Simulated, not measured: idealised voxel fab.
process module | voxel double patterning
The width of the displayed cross-section, cut, is 195 nm; its cells are square, with a size of 5 nm.
How to read a cross-section here: the picture is a grid of square cells, written as bands going from the top down, and any band can span one or more rows of cells.
Band: top and bottom heights (nm) first, top before bottom; then materials from left to right, widths in nm. "throughout" marks a sole material filling the band edge to edge. "air" denotes empty space.
The level at which height equals 0 is the one under which the wafer, as it arrives, is entirely one material. No lower edge exists for the bottom band, which continues downward and is notated as in "0 and below".
When a width is written as two numbers, as in "30->40", the first number is the width in the top row of cells of the band and the second is the width in its bottom row, and the width changes by the same amount from each row to the next.
"no modifications" for a step: no cell of the cross-section changed in that step.
If an empty space has no open way to the top and is at least 8 cells in size, "Closed empty spaces" lists it, written width x height at distance, where distance is measured from the left edge and every value is in nm.
Step line, after settings: the simulator's comment on this step.
"overlay nm", when on a step's line for a step with a mask, measures how far to the right of its planned place the mask lay; a negative measure means to the left.
Layout of what follows: cross-section pairs, each bracketing one process step, the after cross-section shown only to the lowest band that changed, the step between and its settings noted under each pair. Pairs may originate in different runs of this module on the same starting wafer; a pair continues from the pair above only where its entry headed "Prior state" says so.
Prior state
	0 and below = Si throughout
	Closed empty spaces: none
Post-Process Section
	5 down to 0 = SiN throughout
	Below 0 it's all the same as before, nothing changed down there.
	Closed empty spaces: none
In between the before and after cross-sections above, the step is CONFORMAL_DEP,material SiN,thk nm 5
Prior state: per the after cross-section of the pair just above.
Post-Process Section
	20 down to 5 = SiO2 throughout
	Below 5 it's all the same as before, nothing changed down there.
	Closed empty spaces: none
In between the before and after cross-sections above, the step is DIRECTIONAL_DEP,material SiO2,thk nm 15
Prior state: per the after cross-section of the pair just above.
Post-Process Section
	25 down to 20 = SiCN throughout
	Below 20 it's all the same as before, nothing changed down there.
	Closed empty spaces: none
In between the before and after cross-sections above, the step is DIRECTIONAL_DEP,material SiCN,thk nm 5
Prior state: per the after cross-section of the pair just above.
Post-Process Section
	25 down to 20 = SiCN 40 nm | air 15 nm | SiCN 35 nm | air 15 nm | SiCN 35 nm | air 15 nm | SiCN 40 nm
	Below 20 it's all the same as before, nothing changed down there.
	Closed empty spaces: none
In between the before and after cross-sections above, the step is MASKED_ETCH,tone open,mask id FIRST,width nm 15,pitch nm 50,etch materials SiCN,depth nm 5,overlay nm 0
Prior state: per the after cross-section of the pair just above.
Post-Process Section
	40 down to 25 = resist 65 nm | air 15 nm | resist 35 nm | air 15 nm | resist 65 nm
	25 down to 20 = SiCN 40 nm | resist 15 nm | SiCN 35 nm | resist 15 nm | SiCN 35 nm | resist 15 nm | SiCN 40 nm
	Below 20 it's all the same as before, nothing changed down there.
	Closed empty spaces: none
In between the before and after cross-sections above, the step is PATTERN,tone open,mask id SECOND,material resist,width nm 15,pitch nm 50,thk nm 15,overlay nm 0
Prior state: per the after cross-section of the pair just above.
Post-Process Section
	40 down to 25 = resist 65 nm | air 15 nm | resist 35 nm | air 15 nm | resist 65 nm
	25 down to 20 = SiCN 40 nm | resist 15 nm | SiCN 10 nm | air 15 nm | SiCN 10 nm | resist 15 nm | SiCN 10 nm | air 15 nm | SiCN 10 nm | resist 15 nm | SiCN 40 nm
	Below 20 it's all the same as before, nothing changed down there.
	Closed empty spaces: none
In between the before and after cross-sections above, the step is DIRECTIONAL_ETCH,etch materials SiCN,depth nm 5
Prior state: per the after cross-section of the pair just above.
Post-Process Section
	25 down to 20 = SiCN 40 nm | air 15 nm | SiCN 10 nm | air 15 nm | SiCN 10 nm | air 15 nm | SiCN 10 nm | air 15 nm | SiCN 10 nm | air 15 nm | SiCN 40 nm
	Below 20 it's all the same as before, nothing changed down there.
	Closed empty spaces: none
In between the before and after cross-sections above, the step is STRIP,etch materials resist
Prior state: per the after cross-section of the pair just above.
Post-Process Section
	25 down to 20 = SiCN 40 nm | air 15 nm | SiCN 10 nm | air 15 nm | SiCN 10 nm | air 15 nm | SiCN 10 nm | air 15 nm | SiCN 10 nm | air 15 nm | SiCN 40 nm
	20 down to 5 = SiO2 40 nm | air 15 nm | SiO2 10 nm | air 15 nm | SiO2 10 nm | air 15 nm | SiO2 10 nm | air 15 nm | SiO2 10 nm | air 15 nm | SiO2 40 nm
	Below 5 it's all the same as before, nothing changed down there.
	Closed empty spaces: none
In between the before and after cross-sections above, the step is DIRECTIONAL_ETCH,etch materials SiO2,depth nm 15
Prior state: per the after cross-section of the pair just above.
Post-Process Section
	20 down to 5 = SiO2 40 nm | air 15 nm | SiO2 10 nm | air 15 nm | SiO2 10 nm | air 15 nm | SiO2 10 nm | air 15 nm | SiO2 10 nm | air 15 nm | SiO2 40 nm
	Below 5 it's all the same as before, nothing changed down there.
	Closed empty spaces: none
In between the before and after cross-sections above, the step is STRIP,etch materials SiCN
Prior state
	20 down to 5 = SiO2 throughout
	5 down to 0 = SiN throughout
	0 and below = Si throughout
	Closed empty spaces: none
Post-Process Section
	35 down to 5 = SiO2 throughout
	Below 5 it's all the same as before, nothing changed down there.
	Closed empty spaces: none
In between the before and after cross-sections above, the step is DIRECTIONAL_DEP,material SiO2,thk nm 15
Prior state: per the after cross-section of the pair just above.
Post-Process Section
	40 down to 35 = SiCN throughout
	Below 35 it's all the same as before, nothing changed down there.
	Closed empty spaces: none
In between the before and after cross-sections above, the step is DIRECTIONAL_DEP,material SiCN,thk nm 5
Prior state: per the after cross-section of the pair just above.
Post-Process Section
	40 down to 35 = SiCN 40 nm | air 15 nm | SiCN 35 nm | air 15 nm | SiCN 35 nm | air 15 nm | SiCN 40 nm
	Below 35 it's all the same as before, nothing changed down there.
	Closed empty spaces: none
In between the before and after cross-sections above, the step is MASKED_ETCH,tone open,mask id FIRST,width nm 15,pitch nm 50,etch materials SiCN,depth nm 5,overlay nm 0
Prior state: per the after cross-section of the pair just above.
Post-Process Section
	55 down to 40 = resist 65 nm | air 15 nm | resist 35 nm | air 15 nm | resist 65 nm
	40 down to 35 = SiCN 40 nm | resist 15 nm | SiCN 35 nm | resist 15 nm | SiCN 35 nm | resist 15 nm | SiCN 40 nm
	Below 35 it's all the same as before, nothing changed down there.
	Closed empty spaces: none
In between the before and after cross-sections above, the step is PATTERN,tone open,mask id SECOND,material resist,width nm 15,pitch nm 50,thk nm 15,overlay nm 0
Prior state: per the after cross-section of the pair just above.
Post-Process Section
	55 down to 40 = resist 65 nm | air 15 nm | resist 35 nm | air 15 nm | resist 65 nm
	40 down to 35 = SiCN 40 nm | resist 15 nm | SiCN 10 nm | air 15 nm | SiCN 10 nm | resist 15 nm | SiCN 10 nm | air 15 nm | SiCN 10 nm | resist 15 nm | SiCN 40 nm
	Below 35 it's all the same as before, nothing changed down there.
	Closed empty spaces: none
In between the before and after cross-sections above, the step is DIRECTIONAL_ETCH,etch materials SiCN,depth nm 5
Prior state: per the after cross-section of the pair just above.
Post-Process Section
	40 down to 35 = SiCN 40 nm | air 15 nm | SiCN 10 nm | air 15 nm | SiCN 10 nm | air 15 nm | SiCN 10 nm | air 15 nm | SiCN 10 nm | air 15 nm | SiCN 40 nm
	Below 35 it's all the same as before, nothing changed down there.
	Closed empty spaces: none
In between the before and after cross-sections above, the step is STRIP,etch materials resist
Prior state: per the after cross-section of the pair just above.
Post-Process Section
	40 down to 35 = SiCN 40 nm | air 15 nm | SiCN 10 nm | air 15 nm | SiCN 10 nm | air 15 nm | SiCN 10 nm | air 15 nm | SiCN 10 nm | air 15 nm | SiCN 40 nm
	35 down to 20 = SiO2 40 nm | air 15 nm | SiO2 10 nm | air 15 nm | SiO2 10 nm | air 15 nm | SiO2 10 nm | air 15 nm | SiO2 10 nm | air 15 nm | SiO2 40 nm
	Below 20 it's all the same as before, nothing changed down there.
	Closed empty spaces: none
In between the before and after cross-sections above, the step is DIRECTIONAL_ETCH,etch materials SiO2,depth nm 15
Prior state: per the after cross-section of the pair just above.
Post-Process Section
	35 down to 20 = SiO2 40 nm | air 15 nm | SiO2 10 nm | air 15 nm | SiO2 10 nm | air 15 nm | SiO2 10 nm | air 15 nm | SiO2 10 nm | air 15 nm | SiO2 40 nm
	Below 20 it's all the same as before, nothing changed down there.
	Closed empty spaces: none
In between the before and after cross-sections above, the step is STRIP,etch materials SiCN
Prior state
	0 and below = Si throughout
	Closed empty spaces: none
Post-Process Section
	15 down to 0 = SiO2 throughout
	Below 0 it's all the same as before, nothing changed down there.
	Closed empty spaces: none
In between the before and after cross-sections above, the step is DIRECTIONAL_DEP,material SiO2,thk nm 15
Prior state: per the after cross-section of the pair just above.
Post-Process Section
	20 down to 15 = SiN throughout
	Below 15 it's all the same as before, nothing changed down there.
	Closed empty spaces: none
In between the before and after cross-sections above, the step is CONFORMAL_DEP,material SiN,thk nm 5
Prior state: per the after cross-section of the pair just above.
Post-Process Section
	25 down to 20 = SiCN throughout
	Below 20 it's all the same as before, nothing changed down there.
	Closed empty spaces: none
In between the before and after cross-sections above, the step is DIRECTIONAL_DEP,material SiCN,thk nm 5
Prior state: per the after cross-section of the pair just above.
Post-Process Section
	25 down to 20 = SiCN 40 nm | air 15 nm | SiCN 35 nm | air 15 nm | SiCN 35 nm | air 15 nm | SiCN 40 nm
	Below 20 it's all the same as before, nothing changed down there.
	Closed empty spaces: none
In between the before and after cross-sections above, the step is MASKED_ETCH,tone open,mask id FIRST,width nm 15,pitch nm 50,etch materials SiCN,depth nm 5,overlay nm 0
Prior state: per the after cross-section of the pair just above.
Post-Process Section
	40 down to 25 = resist 65 nm | air 15 nm | resist 35 nm | air 15 nm | resist 65 nm
	25 down to 20 = SiCN 40 nm | resist 15 nm | SiCN 35 nm | resist 15 nm | SiCN 35 nm | resist 15 nm | SiCN 40 nm
	Below 20 it's all the same as before, nothing changed down there.
	Closed empty spaces: none
In between the before and after cross-sections above, the step is PATTERN,tone open,mask id SECOND,material resist,width nm 15,pitch nm 50,thk nm 15,overlay nm 0
Prior state: per the after cross-section of the pair just above.
Post-Process Section
	40 down to 25 = resist 65 nm | air 15 nm | resist 35 nm | air 15 nm | resist 65 nm
	25 down to 20 = SiCN 40 nm | resist 15 nm | SiCN 10 nm | air 15 nm | SiCN 10 nm | resist 15 nm | SiCN 10 nm | air 15 nm | SiCN 10 nm | resist 15 nm | SiCN 40 nm
	Below 20 it's all the same as before, nothing changed down there.
	Closed empty spaces: none
In between the before and after cross-sections above, the step is DIRECTIONAL_ETCH,etch materials SiCN,depth nm 5
Prior state: per the after cross-section of the pair just above.
Post-Process Section
	25 down to 20 = SiCN 40 nm | air 15 nm | SiCN 10 nm | air 15 nm | SiCN 10 nm | air 15 nm | SiCN 10 nm | air 15 nm | SiCN 10 nm | air 15 nm | SiCN 40 nm
	Below 20 it's all the same as before, nothing changed down there.
	Closed empty spaces: none
In between the before and after cross-sections above, the step is STRIP,etch materials resist
Prior state: per the after cross-section of the pair just above.
Post-Process Section
	20 down to 15 = SiN throughout
	Below 15 it's all the same as before, nothing changed down there.
	Closed empty spaces: none
In between the before and after cross-sections above, the step is STRIP,etch materials SiCN
Prior state
	5 down to 0 = SiN throughout
	0 and below = Si throughout
	Closed empty spaces: none
Post-Process Section
	25 down to 5 = SiO2 throughout
	Below 5 it's all the same as before, nothing changed down there.
	Closed empty spaces: none
In between the before and after cross-sections above, the step is DIRECTIONAL_DEP,material SiO2,thk nm 20
Prior state: per the after cross-section of the pair just above.
Post-Process Section
	30 down to 25 = SiCN throughout
	Below 25 it's all the same as before, nothing changed down there.
	Closed empty spaces: none
In between the before and after cross-sections above, the step is DIRECTIONAL_DEP,material SiCN,thk nm 5
Prior state: per the after cross-section of the pair just above.
Post-Process Section
	30 down to 25 = SiCN 40 nm | air 15 nm | SiCN 35 nm | air 15 nm | SiCN 35 nm | air 15 nm | SiCN 40 nm
	Below 25 it's all the same as before, nothing changed down there.
	Closed empty spaces: none
In between the before and after cross-sections above, the step is MASKED_ETCH,tone open,mask id FIRST,width nm 15,pitch nm 50,etch materials SiCN,depth nm 5,overlay nm 0
Prior state: per the after cross-section of the pair just above.
Post-Process Section
	45 down to 30 = resist 65 nm | air 15 nm | resist 35 nm | air 15 nm | resist 65 nm
	30 down to 25 = SiCN 40 nm | resist 15 nm | SiCN 35 nm | resist 15 nm | SiCN 35 nm | resist 15 nm | SiCN 40 nm
	Below 25 it's all the same as before, nothing changed down there.
	Closed empty spaces: none
In between the before and after cross-sections above, the step is PATTERN,tone open,mask id SECOND,material resist,width nm 15,pitch nm 50,thk nm 15,overlay nm 0
Prior state: per the after cross-section of the pair just above.
Post-Process Section
	45 down to 30 = resist 65 nm | air 15 nm | resist 35 nm | air 15 nm | resist 65 nm
	30 down to 25 = SiCN 40 nm | resist 15 nm | SiCN 10 nm | air 15 nm | SiCN 10 nm | resist 15 nm | SiCN 10 nm | air 15 nm | SiCN 10 nm | resist 15 nm | SiCN 40 nm
	Below 25 it's all the same as before, nothing changed down there.
	Closed empty spaces: none
In between the before and after cross-sections above, the step is DIRECTIONAL_ETCH,etch materials SiCN,depth nm 5
Prior state: per the after cross-section of the pair just above.
Post-Process Section
	30 down to 25 = SiCN 40 nm | air 15 nm | SiCN 10 nm | air 15 nm | SiCN 10 nm | air 15 nm | SiCN 10 nm | air 15 nm | SiCN 10 nm | air 15 nm | SiCN 40 nm
	Below 25 it's all the same as before, nothing changed down there.
	Closed empty spaces: none
In between the before and after cross-sections above, the step is STRIP,etch materials resist
Prior state: per the after cross-section of the pair just above.
Post-Process Section
	30 down to 25 = SiCN 40 nm | air 15 nm | SiCN 10 nm | air 15 nm | SiCN 10 nm | air 15 nm | SiCN 10 nm | air 15 nm | SiCN 10 nm | air 15 nm | SiCN 40 nm
	25 down to 10 = SiO2 40 nm | air 15 nm | SiO2 10 nm | air 15 nm | SiO2 10 nm | air 15 nm | SiO2 10 nm | air 15 nm | SiO2 10 nm | air 15 nm | SiO2 40 nm
	Below 10 it's all the same as before, nothing changed down there.
	Closed empty spaces: none
In between the before and after cross-sections above, the step is DIRECTIONAL_ETCH,etch materials SiO2,depth nm 15
Prior state: per the after cross-section of the pair just above.
Post-Process Section
	25 down to 10 = SiO2 40 nm | air 15 nm | SiO2 10 nm | air 15 nm | SiO2 10 nm | air 15 nm | SiO2 10 nm | air 15 nm | SiO2 10 nm | air 15 nm | SiO2 40 nm
	Below 10 it's all the same as before, nothing changed down there.
	Closed empty spaces: none
In between the before and after cross-sections above, the step is STRIP,etch materials SiCN
Prior state
	25 down to 20 = SiCN 40 nm | air 15 nm | SiCN 35 nm | air 15 nm | SiCN 35 nm | air 15 nm | SiCN 40 nm
	20 down to 5 = SiO2 throughout
	5 down to 0 = SiN throughout
	0 and below = Si throughout
	Closed empty spaces: none
Post-Process Section
	40 down to 25 = resist 60 nm | air 25 nm | resist 25 nm | air 25 nm | resist 60 nm
	25 down to 20 = SiCN 40 nm | resist 15 nm | SiCN 35 nm | resist 15 nm | SiCN 35 nm | resist 15 nm | SiCN 40 nm
	Below 20 it's all the same as before, nothing changed down there.
	Closed empty spaces: none
In between the before and after cross-sections above, the step is PATTERN,tone open,mask id SECOND,material resist,width nm 25,pitch nm 50,thk nm 15,overlay nm 0
Prior state: per the after cross-section of the pair just above.
Post-Process Section
	40 down to 25 = resist 60 nm | air 25 nm | resist 25 nm | air 25 nm | resist 60 nm
	25 down to 20 = SiCN 40 nm | resist 15 nm | SiCN 5 nm | air 25 nm | SiCN 5 nm | resist 15 nm | SiCN 5 nm | air 25 nm | SiCN 5 nm | resist 15 nm | SiCN 40 nm
	Below 20 it's all the same as before, nothing changed down there.
	Closed empty spaces: none
In between the before and after cross-sections above, the step is DIRECTIONAL_ETCH,etch materials SiCN,depth nm 5
Prior state: per the after cross-section of the pair just above.
Post-Process Section
	25 down to 20 = SiCN 40 nm | air 15 nm | SiCN 5 nm | air 25 nm | SiCN 5 nm | air 15 nm | SiCN 5 nm | air 25 nm | SiCN 5 nm | air 15 nm | SiCN 40 nm
	Below 20 it's all the same as before, nothing changed down there.
	Closed empty spaces: none
In between the before and after cross-sections above, the step is STRIP,etch materials resist
Prior state: per the after cross-section of the pair just above.
Post-Process Section
	25 down to 20 = SiCN 40 nm | air 15 nm | SiCN 5 nm | air 25 nm | SiCN 5 nm | air 15 nm | SiCN 5 nm | air 25 nm | SiCN 5 nm | air 15 nm | SiCN 40 nm
	20 down to 5 = SiO2 40 nm | air 15 nm | SiO2 5 nm | air 25 nm | SiO2 5 nm | air 15 nm | SiO2 5 nm | air 25 nm | SiO2 5 nm | air 15 nm | SiO2 40 nm
	Below 5 it's all the same as before, nothing changed down there.
	Closed empty spaces: none
In between the before and after cross-sections above, the step is DIRECTIONAL_ETCH,etch materials SiO2,depth nm 15
Prior state: per the after cross-section of the pair just above.
Post-Process Section
	20 down to 5 = SiO2 40 nm | air 15 nm | SiO2 5 nm | air 25 nm | SiO2 5 nm | air 15 nm | SiO2 5 nm | air 25 nm | SiO2 5 nm | air 15 nm | SiO2 40 nm
	Below 5 it's all the same as before, nothing changed down there.
	Closed empty spaces: none
In between the before and after cross-sections above, the step is STRIP,etch materials SiCN
Prior state
	25 down to 20 = SiCN throughout
	20 down to 5 = SiO2 throughout
	5 down to 0 = SiN throughout
	0 and below = Si throughout
	Closed empty spaces: none
Post-Process Section
	25 down to 20 = SiCN 30 nm | air 15 nm | SiCN 35 nm | air 15 nm | SiCN 35 nm | air 15 nm | SiCN 50 nm
	Below 20 it's all the same as before, nothing changed down there.
	Closed empty spaces: none
In between the before and after cross-sections above, the step is MASKED_ETCH,tone open,mask id FIRST,width nm 15,pitch nm 50,etch materials SiCN,depth nm 5,overlay nm -10
Prior state: per the after cross-section of the pair just above.
Post-Process Section
	40 down to 25 = resist 65 nm | air 15 nm | resist 35 nm | air 15 nm | resist 65 nm
	25 down to 20 = SiCN 30 nm | resist 15 nm | SiCN 35 nm | resist 15 nm | SiCN 35 nm | resist 15 nm | SiCN 50 nm
	Below 20 it's all the same as before, nothing changed down there.
	Closed empty spaces: none
In between the before and after cross-sections above, the step is PATTERN,tone open,mask id SECOND,material resist,width nm 15,pitch nm 50,thk nm 15,overlay nm 0
Prior state: per the after cross-section of the pair just above.
Post-Process Section
	40 down to 25 = resist 65 nm | air 15 nm | resist 35 nm | air 15 nm | resist 65 nm
	25 down to 20 = SiCN 30 nm | resist 15 nm | SiCN 20 nm | air 15 nm | resist 15 nm | SiCN 20 nm | air 15 nm | resist 15 nm | SiCN 50 nm
	Below 20 it's all the same as before, nothing changed down there.
	Closed empty spaces: none
In between the before and after cross-sections above, the step is DIRECTIONAL_ETCH,etch materials SiCN,depth nm 5
Prior state: per the after cross-section of the pair just above.
Post-Process Section
	25 down to 20 = SiCN 30 nm | air 15 nm | SiCN 20 nm | air 30 nm | SiCN 20 nm | air 30 nm | SiCN 50 nm
	Below 20 it's all the same as before, nothing changed down there.
	Closed empty spaces: none
In between the before and after cross-sections above, the step is STRIP,etch materials resist
Prior state: per the after cross-section of the pair just above.
Post-Process Section
	25 down to 20 = SiCN 30 nm | air 15 nm | SiCN 20 nm | air 30 nm | SiCN 20 nm | air 30 nm | SiCN 50 nm
	20 down to 5 = SiO2 30 nm | air 15 nm | SiO2 20 nm | air 30 nm | SiO2 20 nm | air 30 nm | SiO2 50 nm
	Below 5 it's all the same as before, nothing changed down there.
	Closed empty spaces: none
In between the before and after cross-sections above, the step is DIRECTIONAL_ETCH,etch materials SiO2,depth nm 15
Prior state: per the after cross-section of the pair just above.
Post-Process Section
	20 down to 5 = SiO2 30 nm | air 15 nm | SiO2 20 nm | air 30 nm | SiO2 20 nm | air 30 nm | SiO2 50 nm
	Below 5 it's all the same as before, nothing changed down there.
	Closed empty spaces: none
In between the before and after cross-sections above, the step is STRIP,etch materials SiCN
Prior state
	20 down to 5 = SiO2 throughout
	5 down to 0 = SiN throughout
	0 and below = Si throughout
	Closed empty spaces: none
Post-Process Section
	25 down to 20 = SiN throughout
	Below 20 it's all the same as before, nothing changed down there.
	Closed empty spaces: none
In between the before and after cross-sections above, the step is DIRECTIONAL_DEP,material SiN,thk nm 5
Prior state: per the after cross-section of the pair just above.
Post-Process Section
	40 down to 25 = resist 65 nm | air 15 nm | resist 35 nm | air 15 nm | resist 65 nm
	Below 25 it's all the same as before, nothing changed down there.
	Closed empty spaces: none
In between the before and after cross-sections above, the step is PATTERN,tone open,mask id SECOND,material resist,width nm 15,pitch nm 50,thk nm 15,overlay nm 0
Prior state: per the after cross-section of the pair just above.
Post-Process Section
	25 down to 20 = SiN throughout
	Below 20 it's all the same as before, nothing changed down there.
	Closed empty spaces: none
In between the before and after cross-sections above, the step is STRIP,etch materials resist
Prior state
	25 down to 20 = SiCN throughout
	20 down to 5 = SiO2 throughout
	5 down to 0 = SiN throughout
	0 and below = Si throughout
	Closed empty spaces: none
Post-Process Section
	25 down to 20 = air 40 nm | SiCN 15 nm | air 35 nm | SiCN 15 nm | air 35 nm | SiCN 15 nm | air 40 nm
	Below 20 it's all the same as before, nothing changed down there.
	Closed empty spaces: none
In between the before and after cross-sections above, the step is MASKED_ETCH,tone cover,mask id FIRST,width nm 15,pitch nm 50,etch materials SiCN,depth nm 5,overlay nm 0
Prior state: per the after cross-section of the pair just above.
Post-Process Section
	40 down to 25 = resist 65 nm | air 15 nm | resist 35 nm | air 15 nm | resist 65 nm
	25 down to 20 = resist 40 nm | SiCN 15 nm | resist 10 nm | air 15 nm | resist 10 nm | SiCN 15 nm | resist 10 nm | air 15 nm | resist 10 nm | SiCN 15 nm | resist 40 nm
	Below 20 it's all the same as before, nothing changed down there.
	Closed empty spaces: none
In between the before and after cross-sections above, the step is PATTERN,tone open,mask id SECOND,material resist,width nm 15,pitch nm 50,thk nm 15,overlay nm 0
Prior state: per the after cross-section of the pair just above.
Post-Process Section
	25 down to 20 = air 40 nm | SiCN 15 nm | air 35 nm | SiCN 15 nm | air 35 nm | SiCN 15 nm | air 40 nm
	Below 20 it's all the same as before, nothing changed down there.
	Closed empty spaces: none
In between the before and after cross-sections above, the step is STRIP,etch materials resist
Prior state: per the after cross-section of the pair just above.
Post-Process Section
	25 down to 20 = air 40 nm | SiCN 15 nm | air 35 nm | SiCN 15 nm | air 35 nm | SiCN 15 nm | air 40 nm
	20 down to 5 = air 40 nm | SiO2 15 nm | air 35 nm | SiO2 15 nm | air 35 nm | SiO2 15 nm | air 40 nm
	Below 5 it's all the same as before, nothing changed down there.
	Closed empty spaces: none
In between the before and after cross-sections above, the step is DIRECTIONAL_ETCH,etch materials SiO2,depth nm 15
Prior state: per the after cross-section of the pair just above.
Post-Process Section
	20 down to 5 = air 40 nm | SiO2 15 nm | air 35 nm | SiO2 15 nm | air 35 nm | SiO2 15 nm | air 40 nm
	Below 5 it's all the same as before, nothing changed down there.
	Closed empty spaces: none
In between the before and after cross-sections above, the step is STRIP,etch materials SiCN
